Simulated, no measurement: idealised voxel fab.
A process module follows: voxel spacer lines.
Displayed cross-section: cut, width of 290 nm, square cells sized 5 nm.
In what follows, cross-sections appear as grids of square cells, described through bands that run from the top down, where every band is one or more rows of cells.
First you get the band's top height and its bottom height, in nm, and then the materials it's made of, left to right, with each width in nm. If you see a single material with "full width", that one covers the band edge to edge. "blank" is empty space.
Measure heights from 0. That's the level where, below it, the as-received wafer is all one material. The lowest band is bottomless and extends downward; write it as in "z 0 and below".
Top row gets the first number, bottom row gets the second, and each row in between changes by the same step: that is how a band width like "30->40" works.
When a step is marked "left unchanged", none of the cells in the cross-section changed during that step.
Each empty space that has no open way to the top and spans at least 8 cells appears under "Trapped voids" as width x height at distance, the distance counted from the left edge, all in nm.
Anything after a step's settings on that line? It's the simulator's own note about the step.
overlay nm: step with mask; distance mask lay right of planned place; negative value = left of planned place.
The process steps that were planned are listed below:
step 1: op RECEIVE | material Si
step 2: op CONFORMAL_DEP | material Al2O3 | thk nm 10
step 3: op DIRECTIONAL_DEP | material W | thk nm 15
step 4: op DIRECTIONAL_DEP | material aC | thk nm 25
step 5: op PATTERN | tone cover | mask id MANDREL | material resist | width nm 25 | pitch nm 80 | thk nm 30 | overlay nm 0
step 6: op DIRECTIONAL_ETCH | etch materials aC | depth nm 25
step 7: op STRIP | etch materials resist
step 8: op CONFORMAL_DEP | material SiN | thk nm 15
step 9: op DIRECTIONAL_ETCH | etch materials SiN | depth nm 15
step 10: op STRIP | etch materials aC
step 11: op DIRECTIONAL_ETCH | etch materials W | depth nm 15
step 12: op STRIP | etch materials SiN
Cross-section of the wafer upon arrival, representing the state reached after step 1:
  z 0 and below  Si full width
  Trapped voids: none
The cross-section shown corresponds to the wafer at the conclusion of the module. The initial structure and the process plan are those presented above; however, one mistake occurred in executing the plan:
  z 25 to 10  blank 90 / W 25 / blank 55 / W 25 / blank 95
  z 10 to 0  Al2O3 full width
  z 0 and below  Si full width
  Trapped voids: none
Deviation noted in wafer processing: contrary to plan, step 5 was performed as op PATTERN | tone open | mask id MANDREL | material resist | width nm 25 | pitch nm 80 | thk nm 30 | overlay nm 0
